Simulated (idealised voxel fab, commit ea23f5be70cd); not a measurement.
Herein follows the process module entitled voxel double patterning.
The cross-section shown here is cut; it is 175 nm wide and divided into square cells measuring 5 nm on a side.
Square cells in a grid make up a cross-section in this document, and the grid is given as bands, listed from the top down, each one or more rows of cells.
Quick guide to a band line: top height, bottom height (nm) up front; then every material left to right with its width in nm. Only one material and it's marked "all across"? Then it fills the band edge to edge. And "blank" just means empty space.
Height datum 0, below which the as-received substrate wafer is one material. Lowest band open at the bottom, running downward: "0 and below".
With a width like "30..40", each row of cells in the band differs from the next by the same amount, the top row carrying the first number and the bottom row the second.
A step reported as "remains unaltered" is a step in which no cell of the cross-section changed.
Basically, "Closed void table" tells you about the enclosed voids: empty spaces with no open way to the top, 8 cells or bigger, each written width x height at distance, where distance is from the left edge, all in nm.
Note: text after step settings on the step line = simulator remark on that step.
The optional step-line setting "overlay nm" applies to steps with a mask and quantifies how far to the right of its planned location the mask lay, a negative value indicating leftward placement.
# Here's what the planned process steps look like
1: RECEIVE, material Si
2: CONFORMAL_DEP, material SiN, thk nm 10
3: DIRECTIONAL_DEP, material SiO2, thk nm 15
4: DIRECTIONAL_DEP, material SiCN, thk nm 5
5: MASKED_ETCH, tone open, mask id FIRST, width nm 15, pitch nm 50, etch materials SiCN, depth nm 5, overlay nm 0
6: DIRECTIONAL_DEP, material aC, thk nm 15
7: PATTERN, tone open, mask id SECOND, material resist, width nm 15, thk nm 35, overlay nm 0
8: DIRECTIONAL_ETCH, etch materials aC, depth nm 15
9: STRIP, etch materials resist
10: DIRECTIONAL_ETCH, etch materials SiCN, depth nm 5
11: STRIP, etch materials aC
12: DIRECTIONAL_ETCH, etch materials SiO2, depth nm 15
13: STRIP, etch materials SiCN
# Incoming wafer, cross-sectional view, post step 1
- 0 and below  Si all across
- Closed void table: none
# First of two wafers, end-of-module section, run followed plan
- 25 down to 10  SiO2=55, blank=15, SiO2=10, blank=15, SiO2=10, blank=15, SiO2=55
- 10 down to 0  SiN all across
- 0 and below  Si all across
- Closed void table: none
# Second of two wafers, module complete, sectioned: it shares the first wafer's start and plan but was run with one mistake
- 25 down to 10  SiO2=50, blank=25, SiO2=5, blank=15, SiO2=5, blank=25, SiO2=50
- 10 down to 0  SiN all across
- 0 and below  Si all across
- Closed void table: none
What was done differently from what was planned? note that step 5 departed from the planned setting and was carried out as MASKED_ETCH, tone open, mask id FIRST, width nm 25, pitch nm 50, etch materials SiCN, depth nm 5, overlay nm 0
The second wafer ends with more or fewer cells of some materials than the first, per final count: -12 SiO2
